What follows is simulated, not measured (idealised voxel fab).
process module | voxel wiring stack
cross-section cut | 280 nm wide | cells 5 nm
A cross-section is a grid of square cells, given in bands from the top down. A band is one or more rows of cells.
Each band's line starts with the height of the band's top and of its bottom, in nm. Then come its materials from left to right, each with its width in nm. One material with "throughout" fills the band from edge to edge. "air" is empty space.
Height 0 is the level under which the wafer as received is all one material. The lowest band goes on downwards, as in "0 down".
A width such as "30 to 40" changes by the same amount from each row of cells to the next, from the band's top row to its bottom row.
"no change" after a step means that no cell of the cross-section changed.
closed voids: empty space of 8 cells or more with no open way to the top, each as width x height at its distance from the left edge, in nm
after a step's settings: what the simulator itself notes on the step
overlay nm, on a step with a mask: how far to the right of its planned place the mask lay; to the left if negative
Each pair below shows a cross-section before one step and the cross-section after it, down to the lowest band that changed. The line under each pair gives the step between them, with its settings. The pairs can come from different runs of this module on the same starting wafer, so a pair continues from the pair above only where its "before" says so.
before
  0 down: Si throughout
  closed voids: none
after
  10 to 0: SiO2 throughout
  below 0: unchanged
  closed voids: none
the step between: op CONFORMAL_DEP | material SiO2 | thk nm 10
before: the cross-section after the pair above
after
  15 to 10: SiN throughout
  below 10: unchanged
  closed voids: none
the step between: op CONFORMAL_DEP | material SiN | thk nm 5
before: the cross-section after the pair above
after
  30 to 15: lowk throughout
  below 15: unchanged
  closed voids: none
the step between: op DIRECTIONAL_DEP | material lowk | thk nm 15
before: the cross-section after the pair above
after
  45 to 30: resist 95 | air 20 | resist 15 | air 20 | resist 15 | air 20 | resist 95
  below 30: unchanged
  closed voids: none
the step between: op PATTERN | tone open | mask id METAL_1 | material resist | width nm 20 | pitch nm 35 | thk nm 15 | overlay nm 0
before: the cross-section after the pair above
after
  45 to 30: resist 95 | air 20 | resist 15 | air 20 | resist 15 | air 20 | resist 95
  30 to 15: lowk 95 | air 20 | lowk 15 | air 20 | lowk 15 | air 20 | lowk 95
  below 15: unchanged
  closed voids: none
the step between: op DIRECTIONAL_ETCH | etch materials lowk | depth nm 15
before: the cross-section after the pair above
after
  45 to 30: resist 95 | air 20 | resist 15 | air 20 | resist 15 | air 20 | resist 95
  30 to 15: lowk 95 | air 20 | lowk 15 | air 20 | lowk 15 | air 20 | lowk 95
  15 to 10: SiN 95 | air 20 | SiN 15 | air 20 | SiN 15 | air 20 | SiN 95
  below 10: unchanged
  closed voids: none
the step between: op DIRECTIONAL_ETCH | etch materials SiN | depth nm 5
before: the cross-section after the pair above
after
  30 to 15: lowk 95 | air 20 | lowk 15 | air 20 | lowk 15 | air 20 | lowk 95
  below 15: unchanged
  closed voids: none
the step between: op STRIP | etch materials resist
before: the cross-section after the pair above
after
  35 to 30: TiN 100 | air 10 | TiN 25 | air 10 | TiN 25 | air 10 | TiN 100
  30 to 15: lowk 95 | TiN 5 | air 10 | TiN 5 | lowk 15 | TiN 5 | air 10 | TiN 5 | lowk 15 | TiN 5 | air 10 | TiN 5 | lowk 95
  15 to 10: SiN 95 | TiN 20 | SiN 15 | TiN 20 | SiN 15 | TiN 20 | SiN 95
  below 10: unchanged
  closed voids: none
the step between: op CONFORMAL_DEP | material TiN | thk nm 5
before: the cross-section after the pair above
after
  40 to 35: Ru throughout
  35 to 30: TiN 100 | Ru 10 | TiN 25 | Ru 10 | TiN 25 | Ru 10 | TiN 100
  30 to 15: lowk 95 | TiN 5 | Ru 10 | TiN 5 | lowk 15 | TiN 5 | Ru 10 | TiN 5 | lowk 15 | TiN 5 | Ru 10 | TiN 5 | lowk 95
  below 15: unchanged
  closed voids: none
the step between: op FILL_DEP | material Ru | thk nm 5
before: the cross-section after the pair above
after
  30 to 15: lowk 95 | TiN 5 | Ru 10 | TiN 5 | lowk 15 | TiN 5 | Ru 10 | TiN 5 | lowk 15 | TiN 5 | Ru 10 | TiN 5 | lowk 95
  below 15: unchanged
  closed voids: none
the step between: op CMP | height nm 30
before: the cross-section after the pair above
after
  35 to 30: SiCN throughout
  below 30: unchanged
  closed voids: none
the step between: op CONFORMAL_DEP | material SiCN | thk nm 5
before: the cross-section after the pair above
after
  65 to 35: lowk throughout
  below 35: unchanged
  closed voids: none
the step between: op DIRECTIONAL_DEP | material lowk | thk nm 30
before: the cross-section after the pair above
after
  85 to 65: resist 95 | air 15 | resist 20 | air 15 | resist 20 | air 15 | resist 100
  below 65: unchanged
  closed voids: none
the step between: op PATTERN | tone open | mask id METAL_2_HOLES | material resist | width nm 15 | pitch nm 35 | thk nm 20 | overlay nm 0
before: the cross-section after the pair above
after
  85 to 65: resist 95 | air 15 | resist 20 | air 15 | resist 20 | air 15 | resist 100
  65 to 35: lowk 95 | air 15 | lowk 20 | air 15 | lowk 20 | air 15 | lowk 100
  below 35: unchanged
  closed voids: none
the step between: op DIRECTIONAL_ETCH | etch materials lowk | depth nm 30
before: the cross-section after the pair above
after
  65 to 35: lowk 95 | air 15 | lowk 20 | air 15 | lowk 20 | air 15 | lowk 100
  below 35: unchanged
  closed voids: none
the step between: op STRIP | etch materials resist
before: the cross-section after the pair above
after
  75 to 65: aC 95 | air 15 | aC 20 | air 15 | aC 20 | air 15 | aC 100
  65 to 45: lowk 95 | air 15 | lowk 20 | air 15 | lowk 20 | air 15 | lowk 100
  45 to 35: lowk 95 | aC 15 | lowk 20 | aC 15 | lowk 20 | aC 15 | lowk 100
  below 35: unchanged
  closed voids: none
the step between: op DIRECTIONAL_DEP | material aC | thk nm 10
before: the cross-section after the pair above
after
  105 to 75: resist 95 | air 20 | resist 15 | air 20 | resist 15 | air 20 | resist 95
  below 75: unchanged
  closed voids: none
the step between: op PATTERN | tone open | mask id METAL_2 | material resist | width nm 20 | pitch nm 35 | thk nm 30 | overlay nm 0
before: the cross-section after the pair above
after
  95 to 75: resist 95 | air 20 | resist 15 | air 20 | resist 15 | air 20 | resist 95
  75 to 65: aC 95 | air 20 | aC 15 | air 20 | aC 15 | air 20 | aC 95
  65 to 35: lowk 95 | air 15 | lowk 20 | air 15 | lowk 20 | air 15 | lowk 100
  below 35: unchanged
  closed voids: none
the step between: op DIRECTIONAL_ETCH | etch materials aC | depth nm 10
before: the cross-section after the pair above
after
  75 to 65: aC 95 | air 20 | aC 15 | air 20 | aC 15 | air 20 | aC 95
  below 65: unchanged
  closed voids: none
the step between: op STRIP | etch materials resist
before: the cross-section after the pair above
after
  75 to 65: aC 95 | air 20 | aC 15 | air 20 | aC 15 | air 20 | aC 95
  65 to 45: lowk 95 | air 20 | lowk 15 | air 20 | lowk 15 | air 20 | lowk 95
  below 45: unchanged
  closed voids: none
the step between: op DIRECTIONAL_ETCH | etch materials lowk | depth nm 20
before: the cross-section after the pair above
after
  75 to 65: aC 95 | air 20 | aC 15 | air 20 | aC 15 | air 20 | aC 95
  65 to 45: lowk 95 | air 20 | lowk 15 | air 20 | lowk 15 | air 20 | lowk 95
  45 to 35: lowk 95 | air 15 | lowk 20 | air 15 | lowk 20 | air 15 | lowk 100
  35 to 30: SiCN 95 | air 15 | SiCN 20 | air 15 | SiCN 20 | air 15 | SiCN 100
  below 30: unchanged
  closed voids: none
the step between: op DIRECTIONAL_ETCH | etch materials SiCN | depth nm 5
before: the cross-section after the pair above
after
  65 to 45: lowk 95 | air 20 | lowk 15 | air 20 | lowk 15 | air 20 | lowk 95
  below 45: unchanged
  closed voids: none
the step between: op STRIP | etch materials aC
before: the cross-section after the pair above
after
  70 to 65: TiN 100 | air 10 | TiN 25 | air 10 | TiN 25 | air 10 | TiN 100
  65 to 50: lowk 95 | TiN 5 | air 10 | TiN 5 | lowk 15 | TiN 5 | air 10 | TiN 5 | lowk 15 | TiN 5 | air 10 | TiN 5 | lowk 95
  50 to 45: lowk 95 | TiN 5 | air 5 | TiN 10 | lowk 15 | TiN 5 | air 5 | TiN 10 | lowk 15 | TiN 5 | air 5 | TiN 10 | lowk 95
  45 to 35: lowk 95 | TiN 5 | air 5 | TiN 5 | lowk 20 | TiN 5 | air 5 | TiN 5 | lowk 20 | TiN 5 | air 5 | TiN 5 | lowk 100
  35 to 30: SiCN 95 | TiN 15 | SiCN 20 | TiN 15 | SiCN 20 | TiN 15 | SiCN 100
  below 30: unchanged
  closed voids: none
the step between: op CONFORMAL_DEP | material TiN | thk nm 5
before: the cross-section after the pair above
after
  80 to 70: Cu throughout
  70 to 65: TiN 100 | Cu 10 | TiN 25 | Cu 10 | TiN 25 | Cu 10 | TiN 100
  65 to 50: lowk 95 | TiN 5 | Cu 10 | TiN 5 | lowk 15 | TiN 5 | Cu 10 | TiN 5 | lowk 15 | TiN 5 | Cu 10 | TiN 5 | lowk 95
  50 to 45: lowk 95 | TiN 5 | Cu 5 | TiN 10 | lowk 15 | TiN 5 | Cu 5 | TiN 10 | lowk 15 | TiN 5 | Cu 5 | TiN 10 | lowk 95
  45 to 35: lowk 95 | TiN 5 | Cu 5 | TiN 5 | lowk 20 | TiN 5 | Cu 5 | TiN 5 | lowk 20 | TiN 5 | Cu 5 | TiN 5 | lowk 100
  below 35: unchanged
  closed voids: none
the step between: op FILL_DEP | material Cu | thk nm 10
before: the cross-section after the pair above
after
  65 to 50: lowk 95 | TiN 5 | Cu 10 | TiN 5 | lowk 15 | TiN 5 | Cu 10 | TiN 5 | lowk 15 | TiN 5 | Cu 10 | TiN 5 | lowk 95
  below 50: unchanged
  closed voids: none
the step between: op CMP | height nm 65
before: the cross-section after the pair above
after
  70 to 65: SiCN throughout
  below 65: unchanged
  closed voids: none
the step between: op CONFORMAL_DEP | material SiCN | thk nm 5
before: the cross-section after the pair above
after
  85 to 70: SiO2 throughout
  below 70: unchanged
  closed voids: none
the step between: op DIRECTIONAL_DEP | material SiO2 | thk nm 15
before: the cross-section after the pair above
after
  85 to 70: SiO2 95 | air 15 | SiO2 20 | air 15 | SiO2 20 | air 15 | SiO2 100
  below 70: unchanged
  closed voids: none
the step between: op MASKED_ETCH | tone open | mask id PLUG_2 | width nm 15 | pitch nm 35 | etch materials SiO2 | depth nm 15 | overlay nm 0
before: the cross-section after the pair above
after
  85 to 70: SiO2 95 | air 15 | SiO2 20 | air 15 | SiO2 20 | air 15 | SiO2 100
  70 to 65: SiCN 95 | air 15 | SiCN 20 | air 15 | SiCN 20 | air 15 | SiCN 100
  below 65: unchanged
  closed voids: none
the step between: op MASKED_ETCH | tone open | mask id PLUG_2 | width nm 15 | pitch nm 35 | etch materials SiCN | depth nm 5 | overlay nm 0
before: the cross-section after the pair above
after
  90 to 85: TiN 100 | air 5 | TiN 30 | air 5 | TiN 30 | air 5 | TiN 105
  85 to 70: SiO2 95 | TiN 5 | air 5 | TiN 5 | SiO2 20 | TiN 5 | air 5 | TiN 5 | SiO2 20 | TiN 5 | air 5 | TiN 5 | SiO2 100
  70 to 65: SiCN 95 | TiN 15 | SiCN 20 | TiN 15 | SiCN 20 | TiN 15 | SiCN 100
  below 65: unchanged
  closed voids: none
the step between: op CONFORMAL_DEP | material TiN | thk nm 5
before: the cross-section after the pair above
after
  95 to 90: W throughout
  90 to 85: TiN 100 | W 5 | TiN 30 | W 5 | TiN 30 | W 5 | TiN 105
  85 to 70: SiO2 95 | TiN 5 | W 5 | TiN 5 | SiO2 20 | TiN 5 | W 5 | TiN 5 | SiO2 20 | TiN 5 | W 5 | TiN 5 | SiO2 100
  below 70: unchanged
  closed voids: none
the step between: op FILL_DEP | material W | thk nm 5
before: the cross-section after the pair above
after
  85 to 70: SiO2 95 | TiN 5 | W 5 | TiN 5 | SiO2 20 | TiN 5 | W 5 | TiN 5 | SiO2 20 | TiN 5 | W 5 | TiN 5 | SiO2 100
  below 70: unchanged
  closed voids: none
the step between: op CMP | height nm 85
before: the cross-section after the pair above
after
  90 to 85: SiN throughout
  below 85: unchanged
  closed voids: none
the step between: op CONFORMAL_DEP | material SiN | thk nm 5
before: the cross-section after the pair above
after
  105 to 90: SiO2 throughout
  below 90: unchanged
  closed voids: none
the step between: op DIRECTIONAL_DEP | material SiO2 | thk nm 15
before: the cross-section after the pair above
after
  105 to 90: SiO2 95 | air 20 | SiO2 15 | air 20 | SiO2 15 | air 20 | SiO2 95
  below 90: unchanged
  closed voids: none
the step between: op MASKED_ETCH | tone open | mask id METAL_3 | width nm 20 | pitch nm 35 | etch materials SiO2 | depth nm 15 | overlay nm 0
before: the cross-section after the pair above
after
  105 to 90: SiO2 95 | air 20 | SiO2 15 | air 20 | SiO2 15 | air 20 | SiO2 95
  90 to 85: SiN 95 | air 20 | SiN 15 | air 20 | SiN 15 | air 20 | SiN 95
  below 85: unchanged
  closed voids: none
the step between: op MASKED_ETCH | tone open | mask id METAL_3 | width nm 20 | pitch nm 35 | etch materials SiN | depth nm 5 | overlay nm 0
before: the cross-section after the pair above
after
  110 to 105: TiN 100 | air 10 | TiN 25 | air 10 | TiN 25 | air 10 | TiN 100
  105 to 90: SiO2 95 | TiN 5 | air 10 | TiN 5 | SiO2 15 | TiN 5 | air 10 | TiN 5 | SiO2 15 | TiN 5 | air 10 | TiN 5 | SiO2 95
  90 to 85: SiN 95 | TiN 20 | SiN 15 | TiN 20 | SiN 15 | TiN 20 | SiN 95
  below 85: unchanged
  closed voids: none
the step between: op CONFORMAL_DEP | material TiN | thk nm 5
before: the cross-section after the pair above
after
  120 to 110: Ru throughout
  110 to 105: TiN 100 | Ru 10 | TiN 25 | Ru 10 | TiN 25 | Ru 10 | TiN 100
  105 to 90: SiO2 95 | TiN 5 | Ru 10 | TiN 5 | SiO2 15 | TiN 5 | Ru 10 | TiN 5 | SiO2 15 | TiN 5 | Ru 10 | TiN 5 | SiO2 95
  below 90: unchanged
  closed voids: none
the step between: op FILL_DEP | material Ru | thk nm 10
before: the cross-section after the pair above
after
  105 to 90: SiO2 95 | TiN 5 | Ru 10 | TiN 5 | SiO2 15 | TiN 5 | Ru 10 | TiN 5 | SiO2 15 | TiN 5 | Ru 10 | TiN 5 | SiO2 95
  below 90: unchanged
  closed voids: none
the step between: op CMP | height nm 105
before: the cross-section after the pair above
after
  110 to 105: SiCN throughout
  below 105: unchanged
  closed voids: none
the step between: op CONFORMAL_DEP | material SiCN | thk nm 5
before: the cross-section after the pair above
after
  140 to 110: lowk throughout
  below 110: unchanged
  closed voids: none
the step between: op DIRECTIONAL_DEP | material lowk | thk nm 30
before: the cross-section after the pair above
after
  140 to 125: lowk 95 | air 20 | lowk 15 | air 20 | lowk 15 | air 20 | lowk 95
  below 125: unchanged
  closed voids: none
the step between: op MASKED_ETCH | tone open | mask id METAL_4 | width nm 20 | pitch nm 35 | etch materials lowk | depth nm 15 | overlay nm 0
before: the cross-section after the pair above
after
  140 to 125: lowk 95 | air 20 | lowk 15 | air 20 | lowk 15 | air 20 | lowk 95
  125 to 110: lowk 95 | air 15 | lowk 55 | air 15 | lowk 100
  below 110: unchanged
  closed voids: none
the step between: op MASKED_ETCH | tone open | mask id METAL_4_HOLES | width nm 15 | pitch nm 70 | etch materials lowk | depth nm 15 | overlay nm 0
before: the cross-section after the pair above
after
  140 to 125: lowk 95 | air 20 | lowk 15 | air 20 | lowk 15 | air 20 | lowk 95
  125 to 110: lowk 95 | air 15 | lowk 55 | air 15 | lowk 100
  110 to 105: SiCN 95 | air 15 | SiCN 55 | air 15 | SiCN 100
  below 105: unchanged
  closed voids: none
the step between: op MASKED_ETCH | tone open | mask id METAL_4_HOLES | width nm 15 | pitch nm 70 | etch materials SiCN | depth nm 5 | overlay nm 0
before: the cross-section after the pair above
after
  145 to 140: TiN 100 | air 10 | TiN 25 | air 10 | TiN 25 | air 10 | TiN 100
  140 to 130: lowk 95 | TiN 5 | air 10 | TiN 5 | lowk 15 | TiN 5 | air 10 | TiN 5 | lowk 15 | TiN 5 | air 10 | TiN 5 | lowk 95
  130 to 125: lowk 95 | TiN 5 | air 5 | TiN 10 | lowk 15 | TiN 20 | lowk 15 | TiN 5 | air 5 | TiN 10 | lowk 95
  125 to 110: lowk 95 | TiN 5 | air 5 | TiN 5 | lowk 55 | TiN 5 | air 5 | TiN 5 | lowk 100
  110 to 105: SiCN 95 | TiN 15 | SiCN 55 | TiN 15 | SiCN 100
  below 105: unchanged
  closed voids: none
the step between: op CONFORMAL_DEP | material TiN | thk nm 5
before: the cross-section after the pair above
after
  150 to 145: Ru throughout
  145 to 140: TiN 100 | Ru 10 | TiN 25 | Ru 10 | TiN 25 | Ru 10 | TiN 100
  140 to 130: lowk 95 | TiN 5 | Ru 10 | TiN 5 | lowk 15 | TiN 5 | Ru 10 | TiN 5 | lowk 15 | TiN 5 | Ru 10 | TiN 5 | lowk 95
  130 to 125: lowk 95 | TiN 5 | Ru 5 | TiN 10 | lowk 15 | TiN 20 | lowk 15 | TiN 5 | Ru 5 | TiN 10 | lowk 95
  125 to 110: lowk 95 | TiN 5 | Ru 5 | TiN 5 | lowk 55 | TiN 5 | Ru 5 | TiN 5 | lowk 100
  below 110: unchanged
  closed voids: none
the step between: op FILL_DEP | material Ru | thk nm 5
before: the cross-section after the pair above
after
  140 to 130: lowk 95 | TiN 5 | Ru 10 | TiN 5 | lowk 15 | TiN 5 | Ru 10 | TiN 5 | lowk 15 | TiN 5 | Ru 10 | TiN 5 | lowk 95
  below 130: unchanged
  closed voids: none
the step between: op CMP | height nm 140
before: the cross-section after the pair above
after
  145 to 140: SiN throughout
  below 140: unchanged
  closed voids: none
the step between: op CONFORMAL_DEP | material SiN | thk nm 5
before
  10 to 0: SiO2 throughout
  0 down: Si throughout
  closed voids: none
after
  25 to 10: lowk throughout
  below 10: unchanged
  closed voids: none
the step between: op DIRECTIONAL_DEP | material lowk | thk nm 15
before: the cross-section after the pair above
after
  40 to 25: resist 95 | air 20 | resist 15 | air 20 | resist 15 | air 20 | resist 95
  below 25: unchanged
  closed voids: none
the step between: op PATTERN | tone open | mask id METAL_1 | material resist | width nm 20 | pitch nm 35 | thk nm 15 | overlay nm 0
before: the cross-section after the pair above
after
  40 to 25: resist 95 | air 20 | resist 15 | air 20 | resist 15 | air 20 | resist 95
  25 to 10: lowk 95 | air 20 | lowk 15 | air 20 | lowk 15 | air 20 | lowk 95
  below 10: unchanged
  closed voids: none
the step between: op DIRECTIONAL_ETCH | etch materials lowk | depth nm 15
before: the cross-section after the pair above
after
  25 to 10: lowk 95 | air 20 | lowk 15 | air 20 | lowk 15 | air 20 | lowk 95
  below 10: unchanged
  closed voids: none
the step between: op STRIP | etch materials resist
before: the cross-section after the pair above
after
  30 to 25: TiN 100 | air 10 | TiN 25 | air 10 | TiN 25 | air 10 | TiN 100
  25 to 15: lowk 95 | TiN 5 | air 10 | TiN 5 | lowk 15 | TiN 5 | air 10 | TiN 5 | lowk 15 | TiN 5 | air 10 | TiN 5 | lowk 95
  15 to 10: lowk 95 | TiN 20 | lowk 15 | TiN 20 | lowk 15 | TiN 20 | lowk 95
  below 10: unchanged
  closed voids: none
the step between: op CONFORMAL_DEP | material TiN | thk nm 5
before: the cross-section after the pair above
after
  35 to 30: Ru throughout
  30 to 25: TiN 100 | Ru 10 | TiN 25 | Ru 10 | TiN 25 | Ru 10 | TiN 100
  25 to 15: lowk 95 | TiN 5 | Ru 10 | TiN 5 | lowk 15 | TiN 5 | Ru 10 | TiN 5 | lowk 15 | TiN 5 | Ru 10 | TiN 5 | lowk 95
  below 15: unchanged
  closed voids: none
the step between: op FILL_DEP | material Ru | thk nm 5
before: the cross-section after the pair above
after
  30 to 25: TiN 100 | Ru 10 | TiN 25 | Ru 10 | TiN 25 | Ru 10 | TiN 100
  below 25: unchanged
  closed voids: none
the step between: op CMP | height nm 30
before: the cross-section after the pair above
after
  35 to 30: SiCN throughout
  below 30: unchanged
  closed voids: none
the step between: op CONFORMAL_DEP | material SiCN | thk nm 5
before: the cross-section after the pair above
after
  65 to 35: lowk throughout
  below 35: unchanged
  closed voids: none
the step between: op DIRECTIONAL_DEP | material lowk | thk nm 30
before: the cross-section after the pair above
after
  85 to 65: resist 95 | air 15 | resist 20 | air 15 | resist 20 | air 15 | resist 100
  below 65: unchanged
  closed voids: none
the step between: op PATTERN | tone open | mask id METAL_2_HOLES | material resist | width nm 15 | pitch nm 35 | thk nm 20 | overlay nm 0
before: the cross-section after the pair above
after
  85 to 65: resist 95 | air 15 | resist 20 | air 15 | resist 20 | air 15 | resist 100
  65 to 35: lowk 95 | air 15 | lowk 20 | air 15 | lowk 20 | air 15 | lowk 100
  below 35: unchanged
  closed voids: none
the step between: op DIRECTIONAL_ETCH | etch materials lowk | depth nm 30
before: the cross-section after the pair above
after
  65 to 35: lowk 95 | air 15 | lowk 20 | air 15 | lowk 20 | air 15 | lowk 100
  below 35: unchanged
  closed voids: none
the step between: op STRIP | etch materials resist
before: the cross-section after the pair above
after
  75 to 65: aC 95 | air 15 | aC 20 | air 15 | aC 20 | air 15 | aC 100
  65 to 45: lowk 95 | air 15 | lowk 20 | air 15 | lowk 20 | air 15 | lowk 100
  45 to 35: lowk 95 | aC 15 | lowk 20 | aC 15 | lowk 20 | aC 15 | lowk 100
  below 35: unchanged
  closed voids: none
the step between: op DIRECTIONAL_DEP | material aC | thk nm 10
before: the cross-section after the pair above
after
  105 to 75: resist 95 | air 20 | resist 15 | air 20 | resist 15 | air 20 | resist 95
  below 75: unchanged
  closed voids: none
the step between: op PATTERN | tone open | mask id METAL_2 | material resist | width nm 20 | pitch nm 35 | thk nm 30 | overlay nm 0
before: the cross-section after the pair above
after
  95 to 75: resist 95 | air 20 | resist 15 | air 20 | resist 15 | air 20 | resist 95
  75 to 65: aC 95 | air 20 | aC 15 | air 20 | aC 15 | air 20 | aC 95
  65 to 35: lowk 95 | air 15 | lowk 20 | air 15 | lowk 20 | air 15 | lowk 100
  below 35: unchanged
  closed voids: none
the step between: op DIRECTIONAL_ETCH | etch materials aC | depth nm 10
before: the cross-section after the pair above
after
  75 to 65: aC 95 | air 20 | aC 15 | air 20 | aC 15 | air 20 | aC 95
  below 65: unchanged
  closed voids: none
the step between: op STRIP | etch materials resist
before: the cross-section after the pair above
after
  75 to 65: aC 95 | air 20 | aC 15 | air 20 | aC 15 | air 20 | aC 95
  65 to 45: lowk 95 | air 20 | lowk 15 | air 20 | lowk 15 | air 20 | lowk 95
  below 45: unchanged
  closed voids: none
the step between: op DIRECTIONAL_ETCH | etch materials lowk | depth nm 20
before: the cross-section after the pair above
after
  75 to 65: aC 95 | air 20 | aC 15 | air 20 | aC 15 | air 20 | aC 95
  65 to 45: lowk 95 | air 20 | lowk 15 | air 20 | lowk 15 | air 20 | lowk 95
  45 to 35: lowk 95 | air 15 | lowk 20 | air 15 | lowk 20 | air 15 | lowk 100
  35 to 30: SiCN 95 | air 15 | SiCN 20 | air 15 | SiCN 20 | air 15 | SiCN 100
  below 30: unchanged
  closed voids: none
the step between: op DIRECTIONAL_ETCH | etch materials SiCN | depth nm 5
before: the cross-section after the pair above
after
  65 to 45: lowk 95 | air 20 | lowk 15 | air 20 | lowk 15 | air 20 | lowk 95
  below 45: unchanged
  closed voids: none
the step between: op STRIP | etch materials aC
before: the cross-section after the pair above
after
  70 to 65: TiN 100 | air 10 | TiN 25 | air 10 | TiN 25 | air 10 | TiN 100
  65 to 50: lowk 95 | TiN 5 | air 10 | TiN 5 | lowk 15 | TiN 5 | air 10 | TiN 5 | lowk 15 | TiN 5 | air 10 | TiN 5 | lowk 95
  50 to 45: lowk 95 | TiN 5 | air 5 | TiN 10 | lowk 15 | TiN 5 | air 5 | TiN 10 | lowk 15 | TiN 5 | air 5 | TiN 10 | lowk 95
  45 to 35: lowk 95 | TiN 5 | air 5 | TiN 5 | lowk 20 | TiN 5 | air 5 | TiN 5 | lowk 20 | TiN 5 | air 5 | TiN 5 | lowk 100
  35 to 30: SiCN 95 | TiN 15 | SiCN 20 | TiN 15 | SiCN 20 | TiN 15 | SiCN 100
  below 30: unchanged
  closed voids: none
the step between: op CONFORMAL_DEP | material TiN | thk nm 5
before: the cross-section after the pair above
after
  80 to 70: Cu throughout
  70 to 65: TiN 100 | Cu 10 | TiN 25 | Cu 10 | TiN 25 | Cu 10 | TiN 100
  65 to 50: lowk 95 | TiN 5 | Cu 10 | TiN 5 | lowk 15 | TiN 5 | Cu 10 | TiN 5 | lowk 15 | TiN 5 | Cu 10 | TiN 5 | lowk 95
  50 to 45: lowk 95 | TiN 5 | Cu 5 | TiN 10 | lowk 15 | TiN 5 | Cu 5 | TiN 10 | lowk 15 | TiN 5 | Cu 5 | TiN 10 | lowk 95
  45 to 35: lowk 95 | TiN 5 | Cu 5 | TiN 5 | lowk 20 | TiN 5 | Cu 5 | TiN 5 | lowk 20 | TiN 5 | Cu 5 | TiN 5 | lowk 100
  below 35: unchanged
  closed voids: none
the step between: op FILL_DEP | material Cu | thk nm 10
before: the cross-section after the pair above
after
  65 to 50: lowk 95 | TiN 5 | Cu 10 | TiN 5 | lowk 15 | TiN 5 | Cu 10 | TiN 5 | lowk 15 | TiN 5 | Cu 10 | TiN 5 | lowk 95
  below 50: unchanged
  closed voids: none
the step between: op CMP | height nm 65
before: the cross-section after the pair above
after
  70 to 65: SiCN throughout
  below 65: unchanged
  closed voids: none
the step between: op CONFORMAL_DEP | material SiCN | thk nm 5
before: the cross-section after the pair above
after
  85 to 70: SiO2 throughout
  below 70: unchanged
  closed voids: none
the step between: op DIRECTIONAL_DEP | material SiO2 | thk nm 15
before: the cross-section after the pair above
after
  85 to 70: SiO2 95 | air 15 | SiO2 20 | air 15 | SiO2 20 | air 15 | SiO2 100
  below 70: unchanged
  closed voids: none
the step between: op MASKED_ETCH | tone open | mask id PLUG_2 | width nm 15 | pitch nm 35 | etch materials SiO2 | depth nm 15 | overlay nm 0
before: the cross-section after the pair above
after
  85 to 70: SiO2 95 | air 15 | SiO2 20 | air 15 | SiO2 20 | air 15 | SiO2 100
  70 to 65: SiCN 95 | air 15 | SiCN 20 | air 15 | SiCN 20 | air 15 | SiCN 100
  below 65: unchanged
  closed voids: none
the step between: op MASKED_ETCH | tone open | mask id PLUG_2 | width nm 15 | pitch nm 35 | etch materials SiCN | depth nm 5 | overlay nm 0
before: the cross-section after the pair above
after
  90 to 85: TiN 100 | air 5 | TiN 30 | air 5 | TiN 30 | air 5 | TiN 105
  85 to 70: SiO2 95 | TiN 5 | air 5 | TiN 5 | SiO2 20 | TiN 5 | air 5 | TiN 5 | SiO2 20 | TiN 5 | air 5 | TiN 5 | SiO2 100
  70 to 65: SiCN 95 | TiN 15 | SiCN 20 | TiN 15 | SiCN 20 | TiN 15 | SiCN 100
  below 65: unchanged
  closed voids: none
the step between: op CONFORMAL_DEP | material TiN | thk nm 5
before: the cross-section after the pair above
after
  95 to 90: W throughout
  90 to 85: TiN 100 | W 5 | TiN 30 | W 5 | TiN 30 | W 5 | TiN 105
  85 to 70: SiO2 95 | TiN 5 | W 5 | TiN 5 | SiO2 20 | TiN 5 | W 5 | TiN 5 | SiO2 20 | TiN 5 | W 5 | TiN 5 | SiO2 100
  below 70: unchanged
  closed voids: none
the step between: op FILL_DEP | material W | thk nm 5
before: the cross-section after the pair above
after
  85 to 70: SiO2 95 | TiN 5 | W 5 | TiN 5 | SiO2 20 | TiN 5 | W 5 | TiN 5 | SiO2 20 | TiN 5 | W 5 | TiN 5 | SiO2 100
  below 70: unchanged
  closed voids: none
the step between: op CMP | height nm 85
before: the cross-section after the pair above
after
  90 to 85: SiN throughout
  below 85: unchanged
  closed voids: none
the step between: op CONFORMAL_DEP | material SiN | thk nm 5
before: the cross-section after the pair above
after
  105 to 90: SiO2 throughout
  below 90: unchanged
  closed voids: none
the step between: op DIRECTIONAL_DEP | material SiO2 | thk nm 15
before: the cross-section after the pair above
after
  105 to 90: SiO2 95 | air 20 | SiO2 15 | air 20 | SiO2 15 | air 20 | SiO2 95
  below 90: unchanged
  closed voids: none
the step between: op MASKED_ETCH | tone open | mask id METAL_3 | width nm 20 | pitch nm 35 | etch materials SiO2 | depth nm 15 | overlay nm 0
before: the cross-section after the pair above
after
  105 to 90: SiO2 95 | air 20 | SiO2 15 | air 20 | SiO2 15 | air 20 | SiO2 95
  90 to 85: SiN 95 | air 20 | SiN 15 | air 20 | SiN 15 | air 20 | SiN 95
  below 85: unchanged
  closed voids: none
the step between: op MASKED_ETCH | tone open | mask id METAL_3 | width nm 20 | pitch nm 35 | etch materials SiN | depth nm 5 | overlay nm 0
before: the cross-section after the pair above
after
  110 to 105: TiN 100 | air 10 | TiN 25 | air 10 | TiN 25 | air 10 | TiN 100
  105 to 90: SiO2 95 | TiN 5 | air 10 | TiN 5 | SiO2 15 | TiN 5 | air 10 | TiN 5 | SiO2 15 | TiN 5 | air 10 | TiN 5 | SiO2 95
  90 to 85: SiN 95 | TiN 20 | SiN 15 | TiN 20 | SiN 15 | TiN 20 | SiN 95
  below 85: unchanged
  closed voids: none
the step between: op CONFORMAL_DEP | material TiN | thk nm 5
before: the cross-section after the pair above
after
  120 to 110: Ru throughout
  110 to 105: TiN 100 | Ru 10 | TiN 25 | Ru 10 | TiN 25 | Ru 10 | TiN 100
  105 to 90: SiO2 95 | TiN 5 | Ru 10 | TiN 5 | SiO2 15 | TiN 5 | Ru 10 | TiN 5 | SiO2 15 | TiN 5 | Ru 10 | TiN 5 | SiO2 95
  below 90: unchanged
  closed voids: none
the step between: op FILL_DEP | material Ru | thk nm 10
before: the cross-section after the pair above
after
  105 to 90: SiO2 95 | TiN 5 | Ru 10 | TiN 5 | SiO2 15 | TiN 5 | Ru 10 | TiN 5 | SiO2 15 | TiN 5 | Ru 10 | TiN 5 | SiO2 95
  below 90: unchanged
  closed voids: none
the step between: op CMP | height nm 105
before: the cross-section after the pair above
after
  110 to 105: SiCN throughout
  below 105: unchanged
  closed voids: none
the step between: op CONFORMAL_DEP | material SiCN | thk nm 5
before: the cross-section after the pair above
after
  140 to 110: lowk throughout
  below 110: unchanged
  closed voids: none
the step between: op DIRECTIONAL_DEP | material lowk | thk nm 30
before: the cross-section after the pair above
after
  140 to 125: lowk 95 | air 20 | lowk 15 | air 20 | lowk 15 | air 20 | lowk 95
  below 125: unchanged
  closed voids: none
the step between: op MASKED_ETCH | tone open | mask id METAL_4 | width nm 20 | pitch nm 35 | etch materials lowk | depth nm 15 | overlay nm 0
